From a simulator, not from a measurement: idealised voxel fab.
Process module, titled voxel air gaps
Shown is cross-section cut, with a width of 285 nm and square cells of size 5 nm.
When this document writes out a cross-section, it uses a grid of square cells and lists it as bands, beginning at the top and moving down, with a band standing for one or more rows of cells. Each band's line starts with the height of the band's top and of its bottom, in nm. Then come its materials from left to right, each with its width in nm. One material with "throughout" fills the band from edge to edge. "empty" is empty space. We count height from 0. Below that, the starting wafer is all one material. The lowest band never ends at the bottom but goes on down; see "z 0 and below" for how that is written. Read "30 to 40" as a graded width: first number on top, second number at the bottom, same change between each pair of neighbouring rows. Step marked "nothing got changed"? Then no cell in the cross-section changed in it. This entry, "Non-vented voids", enumerates those empty regions of no fewer than 8 cells that possess no open connection to the top. Each region is reported in the form width x height at distance, the distance being taken from the left edge, with all three quantities expressed in nm. On a step's line, text after the settings is the simulator commenting on that step. overlay nm: where the mask lay relative to plan, measured to the right, on steps with a mask; negatives go left.
# The process steps that were planned are listed below
1,RECEIVE (material Si)
2,CONFORMAL_DEP (material SiO2; thk nm 15)
3,CONFORMAL_DEP (material SiN; thk nm 5)
4,DIRECTIONAL_DEP (material SiO2; thk nm 35)
5,PATTERN (tone open; mask id LINES; material resist; width nm 25; pitch nm 50; thk nm 20; overlay nm 0)
6,DIRECTIONAL_ETCH (etch materials SiO2; depth nm 35)
7,STRIP (etch materials resist)
8,CONFORMAL_DEP (material TiN; thk nm 5)
9,FILL_DEP (material W; thk nm 5)
10,CMP (height nm 55)
11,EPI (material Ru; thk nm 10)
12,SELECTIVE_ETCH (etch materials SiO2; depth nm 45)
13,CONFORMAL_DEP (material SiCN; thk nm 5)
# First wafer, two in total, run as planned
# Cross-section of the wafer upon arrival, representing the state reached after step 1
    z 0 and below: Si throughout
    Non-vented voids: none
# So this is the wafer cross-section right after step 2
    z 15 to 0: SiO2 throughout
    Below 0, the layers are the same as they were.
# So this is the wafer cross-section right after step 3
    z 20 to 15: SiN throughout
    Below 15, the layers are the same as they were.
# So this is the wafer cross-section right after step 4
    z 55 to 20: SiO2 throughout
    Below 20, the layers are the same as they were.
# So this is the wafer cross-section right after step 5
    z 75 to 55: 80 of resist, 25 of empty, 25 of resist, 25 of empty, 25 of resist, 25 of empty, 80 of resist
    Below 55, the layers are the same as they were.
# So this is the wafer cross-section right after step 6
    z 75 to 55: 80 of resist, 25 of empty, 25 of resist, 25 of empty, 25 of resist, 25 of empty, 80 of resist
    z 55 to 20: 80 of SiO2, 25 of empty, 25 of SiO2, 25 of empty, 25 of SiO2, 25 of empty, 80 of SiO2
    Below 20, the layers are the same as they were.
# So this is the wafer cross-section right after step 7
    z 55 to 20: 80 of SiO2, 25 of empty, 25 of SiO2, 25 of empty, 25 of SiO2, 25 of empty, 80 of SiO2
    Below 20, the layers are the same as they were.
# So this is the wafer cross-section right after step 8
    z 60 to 55: 85 of TiN, 15 of empty, 35 of TiN, 15 of empty, 35 of TiN, 15 of empty, 85 of TiN
    z 55 to 25: 80 of SiO2, 5 of TiN, 15 of empty, 5 of TiN, 25 of SiO2, 5 of TiN, 15 of empty, 5 of TiN, 25 of SiO2, 5 of TiN, 15 of empty, 5 of TiN, 80 of SiO2
    z 25 to 20: 80 of SiO2, 25 of TiN, 25 of SiO2, 25 of TiN, 25 of SiO2, 25 of TiN, 80 of SiO2
    Below 20, the layers are the same as they were.
# So this is the wafer cross-section right after step 9
    z 65 to 60: W throughout
    z 60 to 55: 85 of TiN, 15 of W, 35 of TiN, 15 of W, 35 of TiN, 15 of W, 85 of TiN
    z 55 to 25: 80 of SiO2, 5 of TiN, 15 of W, 5 of TiN, 25 of SiO2, 5 of TiN, 15 of W, 5 of TiN, 25 of SiO2, 5 of TiN, 15 of W, 5 of TiN, 80 of SiO2
    Below 25, the layers are the same as they were.
# So this is the wafer cross-section right after step 10
    z 55 to 25: 80 of SiO2, 5 of TiN, 15 of W, 5 of TiN, 25 of SiO2, 5 of TiN, 15 of W, 5 of TiN, 25 of SiO2, 5 of TiN, 15 of W, 5 of TiN, 80 of SiO2
    Below 25, the layers are the same as they were.
# So this is the wafer cross-section right after step 11
    z 65 to 55: 70 of empty, 45 of Ru, 5 of empty, 45 of Ru, 5 of empty, 45 of Ru, 70 of empty
    Below 55, the layers are the same as they were.
# So this is the wafer cross-section right after step 12
    z 65 to 55: 70 of empty, 45 of Ru, 5 of empty, 45 of Ru, 5 of empty, 45 of Ru, 70 of empty
    z 55 to 25: 80 of empty, 5 of TiN, 15 of W, 5 of TiN, 25 of empty, 5 of TiN, 15 of W, 5 of TiN, 25 of empty, 5 of TiN, 15 of W, 5 of TiN, 80 of empty
    z 25 to 20: 80 of empty, 25 of TiN, 25 of empty, 25 of TiN, 25 of empty, 25 of TiN, 80 of empty
    Below 20, the layers are the same as they were.
# So this is the wafer cross-section right after step 13
    z 70 to 65: 65 of empty, 155 of SiCN, 65 of empty
    z 65 to 55: 65 of empty, 5 of SiCN, 45 of Ru, 5 of SiCN, 45 of Ru, 5 of SiCN, 45 of Ru, 5 of SiCN, 65 of empty
    z 55 to 50: 65 of empty, 15 of SiCN, 5 of TiN, 15 of W, 5 of TiN, 25 of SiCN, 5 of TiN, 15 of W, 5 of TiN, 25 of SiCN, 5 of TiN, 15 of W, 5 of TiN, 15 of SiCN, 65 of empty
    z 50 to 25: 75 of empty, 5 of SiCN, 5 of TiN, 15 of W, 5 of TiN, 5 of SiCN, 15 of empty, 5 of SiCN, 5 of TiN, 15 of W, 5 of TiN, 5 of SiCN, 15 of empty, 5 of SiCN, 5 of TiN, 15 of W, 5 of TiN, 5 of SiCN, 75 of empty
    z 25 to 20: 80 of SiCN, 25 of TiN, 25 of SiCN, 25 of TiN, 25 of SiCN, 25 of TiN, 80 of SiCN
    Below 20, the layers are the same as they were.
    Non-vented voids: 15 x 25 at 110; 15 x 25 at 160
# Second wafer: same start and same plan as the first, one execution error; identical to the first through step 2
# Planned end of step 3: second wafer, cross-section
    z 30 to 15: SiN throughout
    Below 15, the layers are the same as they were.
# Planned end of step 4: second wafer, cross-section
    z 65 to 30: SiO2 throughout
    Below 30, the layers are the same as they were.
# Planned end of step 5: second wafer, cross-section
    z 85 to 65: 80 of resist, 25 of empty, 25 of resist, 25 of empty, 25 of resist, 25 of empty, 80 of resist
    Below 65, the layers are the same as they were.
# Planned end of step 6: second wafer, cross-section
    z 85 to 65: 80 of resist, 25 of empty, 25 of resist, 25 of empty, 25 of resist, 25 of empty, 80 of resist
    z 65 to 30: 80 of SiO2, 25 of empty, 25 of SiO2, 25 of empty, 25 of SiO2, 25 of empty, 80 of SiO2
    Below 30, the layers are the same as they were.
# Planned end of step 7: second wafer, cross-section
    z 65 to 30: 80 of SiO2, 25 of empty, 25 of SiO2, 25 of empty, 25 of SiO2, 25 of empty, 80 of SiO2
    Below 30, the layers are the same as they were.
# Planned end of step 8: second wafer, cross-section
    z 70 to 65: 85 of TiN, 15 of empty, 35 of TiN, 15 of empty, 35 of TiN, 15 of empty, 85 of TiN
    z 65 to 35: 80 of SiO2, 5 of TiN, 15 of empty, 5 of TiN, 25 of SiO2, 5 of TiN, 15 of empty, 5 of TiN, 25 of SiO2, 5 of TiN, 15 of empty, 5 of TiN, 80 of SiO2
    z 35 to 30: 80 of SiO2, 25 of TiN, 25 of SiO2, 25 of TiN, 25 of SiO2, 25 of TiN, 80 of SiO2
    Below 30, the layers are the same as they were.
# Planned end of step 9: second wafer, cross-section
    z 75 to 70: W throughout
    z 70 to 65: 85 of TiN, 15 of W, 35 of TiN, 15 of W, 35 of TiN, 15 of W, 85 of TiN
    z 65 to 35: 80 of SiO2, 5 of TiN, 15 of W, 5 of TiN, 25 of SiO2, 5 of TiN, 15 of W, 5 of TiN, 25 of SiO2, 5 of TiN, 15 of W, 5 of TiN, 80 of SiO2
    Below 35, the layers are the same as they were.
# Planned end of step 10: second wafer, cross-section
    z 55 to 35: 80 of SiO2, 5 of TiN, 15 of W, 5 of TiN, 25 of SiO2, 5 of TiN, 15 of W, 5 of TiN, 25 of SiO2, 5 of TiN, 15 of W, 5 of TiN, 80 of SiO2
    Below 35, the layers are the same as they were.
# Planned end of step 11: second wafer, cross-section
    z 65 to 55: 70 of empty, 45 of Ru, 5 of empty, 45 of Ru, 5 of empty, 45 of Ru, 70 of empty
    Below 55, the layers are the same as they were.
# Planned end of step 12: second wafer, cross-section
    z 65 to 55: 70 of empty, 45 of Ru, 5 of empty, 45 of Ru, 5 of empty, 45 of Ru, 70 of empty
    z 55 to 35: 80 of empty, 5 of TiN, 15 of W, 5 of TiN, 25 of empty, 5 of TiN, 15 of W, 5 of TiN, 25 of empty, 5 of TiN, 15 of W, 5 of TiN, 80 of empty
    z 35 to 30: 80 of empty, 25 of TiN, 25 of empty, 25 of TiN, 25 of empty, 25 of TiN, 80 of empty
    Below 30, the layers are the same as they were.
# Planned end of step 13: second wafer, cross-section
    z 70 to 65: 65 of empty, 155 of SiCN, 65 of empty
    z 65 to 55: 65 of empty, 5 of SiCN, 45 of Ru, 5 of SiCN, 45 of Ru, 5 of SiCN, 45 of Ru, 5 of SiCN, 65 of empty
    z 55 to 50: 65 of empty, 15 of SiCN, 5 of TiN, 15 of W, 5 of TiN, 25 of SiCN, 5 of TiN, 15 of W, 5 of TiN, 25 of SiCN, 5 of TiN, 15 of W, 5 of TiN, 15 of SiCN, 65 of empty
    z 50 to 35: 75 of empty, 5 of SiCN, 5 of TiN, 15 of W, 5 of TiN, 5 of SiCN, 15 of empty, 5 of SiCN, 5 of TiN, 15 of W, 5 of TiN, 5 of SiCN, 15 of empty, 5 of SiCN, 5 of TiN, 15 of W, 5 of TiN, 5 of SiCN, 75 of empty
    z 35 to 30: 80 of SiCN, 25 of TiN, 25 of SiCN, 25 of TiN, 25 of SiCN, 25 of TiN, 80 of SiCN
    Below 30, the layers are the same as they were.
    Non-vented voids: 15 x 15 at 110; 15 x 15 at 160
What was the processing mistake? step 3 did not happen as planned, as run it was CONFORMAL_DEP (material SiN; thk nm 15)
At the finish, the second wafer shows more or fewer cells for some materials than the first does: SiCN -12 | SiN +114 | TiN -12 | W -18
